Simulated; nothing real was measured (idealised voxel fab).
process module | voxel capacitor over wiring
cross-section cut | 160 nm wide | cells 5 nm
A cross-section is a grid of square cells, given in bands from the top down. A band is one or more rows of cells.
Each band's line starts with the height of the band's top and of its bottom, in nm. Then come its materials from left to right, each with its width in nm. One material with "throughout" fills the band from edge to edge. "air" is empty space.
Height 0 is the level under which the wafer as received is all one material. The lowest band goes on downwards, as in "0 down".
A width such as "30 to 40" changes by the same amount from each row of cells to the next, from the band's top row to its bottom row.
"no change" after a step means that no cell of the cross-section changed.
closed voids: empty space of 8 cells or more with no open way to the top, each as width x height at its distance from the left edge, in nm
after a step's settings: what the simulator itself notes on the step
overlay nm, on a step with a mask: how far to the right of its planned place the mask lay; to the left if negative
plan
1 op RECEIVE | material Si
2 op CONFORMAL_DEP | material SiO2 | thk nm 15
3 op DIRECTIONAL_DEP | material TiN | thk nm 5
4 op DIRECTIONAL_DEP | material W | thk nm 25
5 op DIRECTIONAL_DEP | material aC | thk nm 10
6 op PATTERN | tone cover | mask id METAL_1 | material resist | width nm 20 | pitch nm 70 | thk nm 25 | overlay nm 0
7 op DIRECTIONAL_ETCH | etch materials aC | depth nm 10
8 op STRIP | etch materials resist
9 op DIRECTIONAL_ETCH | etch materials W | depth nm 25
10 op DIRECTIONAL_ETCH | etch materials TiN | depth nm 5
11 op STRIP | etch materials aC
12 op FILL_DEP | material SiO2 | thk nm 5
13 op CMP | height nm 45
14 op CONFORMAL_DEP | material SiCN | thk nm 5
15 op DIRECTIONAL_DEP | material lowk | thk nm 10
16 op MASKED_ETCH | tone open | mask id PLUG_1 | width nm 15 | etch materials lowk | depth nm 10 | overlay nm 0
17 op MASKED_ETCH | tone open | mask id PLUG_1 | width nm 15 | etch materials SiCN | depth nm 5 | overlay nm 0
18 op EPI | material Ru | thk nm 10
19 op EPI | material Ru | thk nm 5
20 op DIRECTIONAL_DEP | material TiN | thk nm 10
21 op DIRECTIONAL_DEP | material SiN | thk nm 5
22 op DIRECTIONAL_DEP | material TiN | thk nm 10
23 op DIRECTIONAL_DEP | material aC | thk nm 10
24 op PATTERN | tone cover | mask id UPPER_PLATE | material resist | width nm 55 | thk nm 30 | overlay nm 0
25 op DIRECTIONAL_ETCH | etch materials aC | depth nm 10
26 op STRIP | etch materials resist
27 op DIRECTIONAL_ETCH | etch materials TiN | depth nm 10
28 op DIRECTIONAL_ETCH | etch materials SiN | depth nm 5
29 op STRIP | etch materials aC
30 op PATTERN | tone cover | mask id LOWER_PLATE | material resist | width nm 65 | thk nm 20 | overlay nm 0
31 op DIRECTIONAL_ETCH | etch materials TiN | depth nm 10
32 op STRIP | etch materials resist
33 op FILL_DEP | material SiO2 | thk nm 15
34 op CMP | height nm 95
35 op PATTERN | tone open | mask id PLUG_2 | material resist | width nm 15 | thk nm 15 | overlay nm 0
36 op DIRECTIONAL_ETCH | etch materials SiO2 | depth nm 10
37 op STRIP | etch materials resist
38 op CONFORMAL_DEP | material TiN | thk nm 5
39 op FILL_DEP | material W | thk nm 10
40 op CMP | height nm 95
41 op CONFORMAL_DEP | material SiCN | thk nm 5
first wafer, as planned
as received, after step 1
  0 down: Si throughout
  closed voids: none
after step 2
  15 to 0: SiO2 throughout
  below 0: unchanged
after step 3
  20 to 15: TiN throughout
  below 15: unchanged
after step 4
  45 to 20: W throughout
  below 20: unchanged
after step 5
  55 to 45: aC throughout
  below 45: unchanged
after step 6
  80 to 55: air 35 | resist 20 | air 50 | resist 20 | air 35
  below 55: unchanged
after step 7
  70 to 55: air 35 | resist 20 | air 50 | resist 20 | air 35
  55 to 45: air 35 | aC 20 | air 50 | aC 20 | air 35
  below 45: unchanged
after step 8
  55 to 45: air 35 | aC 20 | air 50 | aC 20 | air 35
  below 45: unchanged
after step 9
  55 to 45: air 35 | aC 20 | air 50 | aC 20 | air 35
  45 to 20: air 35 | W 20 | air 50 | W 20 | air 35
  below 20: unchanged
after step 10
  55 to 45: air 35 | aC 20 | air 50 | aC 20 | air 35
  45 to 20: air 35 | W 20 | air 50 | W 20 | air 35
  20 to 15: air 35 | TiN 20 | air 50 | TiN 20 | air 35
  below 15: unchanged
after step 11
  45 to 20: air 35 | W 20 | air 50 | W 20 | air 35
  below 20: unchanged
after step 12
  50 to 45: SiO2 throughout
  45 to 20: SiO2 35 | W 20 | SiO2 50 | W 20 | SiO2 35
  20 to 15: SiO2 35 | TiN 20 | SiO2 50 | TiN 20 | SiO2 35
  below 15: unchanged
after step 13
  45 to 20: SiO2 35 | W 20 | SiO2 50 | W 20 | SiO2 35
  below 20: unchanged
after step 14
  50 to 45: SiCN throughout
  below 45: unchanged
after step 15
  60 to 50: lowk throughout
  below 50: unchanged
after step 16
  60 to 50: lowk 40 | air 15 | lowk 105
  below 50: unchanged
after step 17
  60 to 50: lowk 40 | air 15 | lowk 105
  50 to 45: SiCN 40 | air 15 | SiCN 105
  below 45: unchanged
after step 18
  60 to 55: lowk 40 | air 15 | lowk 105
  55 to 50: lowk 40 | Ru 15 | lowk 105
  50 to 45: SiCN 40 | Ru 15 | SiCN 105
  below 45: unchanged
after step 19
  60 to 50: lowk 40 | Ru 15 | lowk 105
  below 50: unchanged
after step 20
  70 to 60: TiN throughout
  below 60: unchanged
after step 21
  75 to 70: SiN throughout
  below 70: unchanged
after step 22
  85 to 75: TiN throughout
  below 75: unchanged
after step 23
  95 to 85: aC throughout
  below 85: unchanged
after step 24
  125 to 95: air 40 | resist 55 | air 65
  below 95: unchanged
after step 25
  115 to 95: air 40 | resist 55 | air 65
  95 to 85: air 40 | aC 55 | air 65
  below 85: unchanged
after step 26
  95 to 85: air 40 | aC 55 | air 65
  below 85: unchanged
after step 27
  95 to 85: air 40 | aC 55 | air 65
  85 to 75: air 40 | TiN 55 | air 65
  below 75: unchanged
after step 28
  95 to 85: air 40 | aC 55 | air 65
  85 to 75: air 40 | TiN 55 | air 65
  75 to 70: air 40 | SiN 55 | air 65
  below 70: unchanged
after step 29
  85 to 75: air 40 | TiN 55 | air 65
  below 75: unchanged
after step 30
  105 to 85: air 35 | resist 65 | air 60
  85 to 75: air 35 | resist 5 | TiN 55 | resist 5 | air 60
  75 to 70: air 35 | resist 5 | SiN 55 | resist 5 | air 60
  below 70: unchanged
after step 31
  105 to 85: air 35 | resist 65 | air 60
  85 to 75: air 35 | resist 5 | TiN 55 | resist 5 | air 60
  75 to 70: air 35 | resist 5 | SiN 55 | resist 5 | air 60
  70 to 60: air 35 | TiN 65 | air 60
  below 60: unchanged
after step 32
  85 to 75: air 40 | TiN 55 | air 65
  75 to 70: air 40 | SiN 55 | air 65
  below 70: unchanged
after step 33
  100 to 85: SiO2 throughout
  85 to 75: SiO2 40 | TiN 55 | SiO2 65
  75 to 70: SiO2 40 | SiN 55 | SiO2 65
  70 to 60: SiO2 35 | TiN 65 | SiO2 60
  below 60: unchanged
after step 34
  95 to 85: SiO2 throughout
  below 85: unchanged
after step 35
  110 to 95: resist 50 | air 15 | resist 95
  below 95: unchanged
after step 36
  110 to 95: resist 50 | air 15 | resist 95
  95 to 85: SiO2 50 | air 15 | SiO2 95
  below 85: unchanged
after step 37
  95 to 85: SiO2 50 | air 15 | SiO2 95
  below 85: unchanged
after step 38
  100 to 95: TiN 55 | air 5 | TiN 100
  95 to 90: SiO2 50 | TiN 5 | air 5 | TiN 5 | SiO2 95
  90 to 85: SiO2 50 | TiN 15 | SiO2 95
  below 85: unchanged
after step 39
  110 to 100: W throughout
  100 to 95: TiN 55 | W 5 | TiN 100
  95 to 90: SiO2 50 | TiN 5 | W 5 | TiN 5 | SiO2 95
  below 90: unchanged
after step 40
  95 to 90: SiO2 50 | TiN 5 | W 5 | TiN 5 | SiO2 95
  below 90: unchanged
after step 41
  100 to 95: SiCN throughout
  below 95: unchanged
second wafer: like start, like plan, one mistake. Through step 5 it matches the first wafer
when step 6 should have ended
  80 to 55: air 30 | resist 30 | air 40 | resist 30 | air 30
  below 55: unchanged
when step 7 should have ended
  70 to 55: air 30 | resist 30 | air 40 | resist 30 | air 30
  55 to 45: air 30 | aC 30 | air 40 | aC 30 | air 30
  below 45: unchanged
when step 8 should have ended
  55 to 45: air 30 | aC 30 | air 40 | aC 30 | air 30
  below 45: unchanged
when step 9 should have ended
  55 to 45: air 30 | aC 30 | air 40 | aC 30 | air 30
  45 to 20: air 30 | W 30 | air 40 | W 30 | air 30
  below 20: unchanged
when step 10 should have ended
  55 to 45: air 30 | aC 30 | air 40 | aC 30 | air 30
  45 to 20: air 30 | W 30 | air 40 | W 30 | air 30
  20 to 15: air 30 | TiN 30 | air 40 | TiN 30 | air 30
  below 15: unchanged
when step 11 should have ended
  45 to 20: air 30 | W 30 | air 40 | W 30 | air 30
  below 20: unchanged
when step 12 should have ended
  50 to 45: SiO2 throughout
  45 to 20: SiO2 30 | W 30 | SiO2 40 | W 30 | SiO2 30
  20 to 15: SiO2 30 | TiN 30 | SiO2 40 | TiN 30 | SiO2 30
  below 15: unchanged
when step 13 should have ended
  45 to 20: SiO2 30 | W 30 | SiO2 40 | W 30 | SiO2 30
  below 20: unchanged
when step 14 should have ended
  50 to 45: SiCN throughout
  below 45: unchanged
when step 15 should have ended
  60 to 50: lowk throughout
  below 50: unchanged
when step 16 should have ended
  60 to 50: lowk 40 | air 15 | lowk 105
  below 50: unchanged
when step 17 should have ended
  60 to 50: lowk 40 | air 15 | lowk 105
  50 to 45: SiCN 40 | air 15 | SiCN 105
  below 45: unchanged
when step 18 should have ended
  60 to 55: lowk 40 | air 15 | lowk 105
  55 to 50: lowk 40 | Ru 15 | lowk 105
  50 to 45: SiCN 40 | Ru 15 | SiCN 105
  below 45: unchanged
when step 19 should have ended
  60 to 50: lowk 40 | Ru 15 | lowk 105
  below 50: unchanged
when step 20 should have ended
  70 to 60: TiN throughout
  below 60: unchanged
when step 21 should have ended
  75 to 70: SiN throughout
  below 70: unchanged
when step 22 should have ended
  85 to 75: TiN throughout
  below 75: unchanged
when step 23 should have ended
  95 to 85: aC throughout
  below 85: unchanged
when step 24 should have ended
  125 to 95: air 40 | resist 55 | air 65
  below 95: unchanged
when step 25 should have ended
  115 to 95: air 40 | resist 55 | air 65
  95 to 85: air 40 | aC 55 | air 65
  below 85: unchanged
when step 26 should have ended
  95 to 85: air 40 | aC 55 | air 65
  below 85: unchanged
when step 27 should have ended
  95 to 85: air 40 | aC 55 | air 65
  85 to 75: air 40 | TiN 55 | air 65
  below 75: unchanged
when step 28 should have ended
  95 to 85: air 40 | aC 55 | air 65
  85 to 75: air 40 | TiN 55 | air 65
  75 to 70: air 40 | SiN 55 | air 65
  below 70: unchanged
when step 29 should have ended
  85 to 75: air 40 | TiN 55 | air 65
  below 75: unchanged
when step 30 should have ended
  105 to 85: air 35 | resist 65 | air 60
  85 to 75: air 35 | resist 5 | TiN 55 | resist 5 | air 60
  75 to 70: air 35 | resist 5 | SiN 55 | resist 5 | air 60
  below 70: unchanged
when step 31 should have ended
  105 to 85: air 35 | resist 65 | air 60
  85 to 75: air 35 | resist 5 | TiN 55 | resist 5 | air 60
  75 to 70: air 35 | resist 5 | SiN 55 | resist 5 | air 60
  70 to 60: air 35 | TiN 65 | air 60
  below 60: unchanged
when step 32 should have ended
  85 to 75: air 40 | TiN 55 | air 65
  75 to 70: air 40 | SiN 55 | air 65
  below 70: unchanged
when step 33 should have ended
  100 to 85: SiO2 throughout
  85 to 75: SiO2 40 | TiN 55 | SiO2 65
  75 to 70: SiO2 40 | SiN 55 | SiO2 65
  70 to 60: SiO2 35 | TiN 65 | SiO2 60
  below 60: unchanged
when step 34 should have ended
  95 to 85: SiO2 throughout
  below 85: unchanged
when step 35 should have ended
  110 to 95: resist 50 | air 15 | resist 95
  below 95: unchanged
when step 36 should have ended
  110 to 95: resist 50 | air 15 | resist 95
  95 to 85: SiO2 50 | air 15 | SiO2 95
  below 85: unchanged
when step 37 should have ended
  95 to 85: SiO2 50 | air 15 | SiO2 95
  below 85: unchanged
when step 38 should have ended
  100 to 95: TiN 55 | air 5 | TiN 100
  95 to 90: SiO2 50 | TiN 5 | air 5 | TiN 5 | SiO2 95
  90 to 85: SiO2 50 | TiN 15 | SiO2 95
  below 85: unchanged
when step 39 should have ended
  110 to 100: W throughout
  100 to 95: TiN 55 | W 5 | TiN 100
  95 to 90: SiO2 50 | TiN 5 | W 5 | TiN 5 | SiO2 95
  below 90: unchanged
when step 40 should have ended
  95 to 90: SiO2 50 | TiN 5 | W 5 | TiN 5 | SiO2 95
  below 90: unchanged
when step 41 should have ended
  100 to 95: SiCN throughout
  below 95: unchanged
what went wrong: step 6 ran as: op PATTERN | tone cover | mask id METAL_1 | material resist | width nm 30 | pitch nm 70 | thk nm 25 | overlay nm 0
at the end the second wafer has, in cells: 24 fewer of SiO2 | 4 more of TiN | 20 more of W
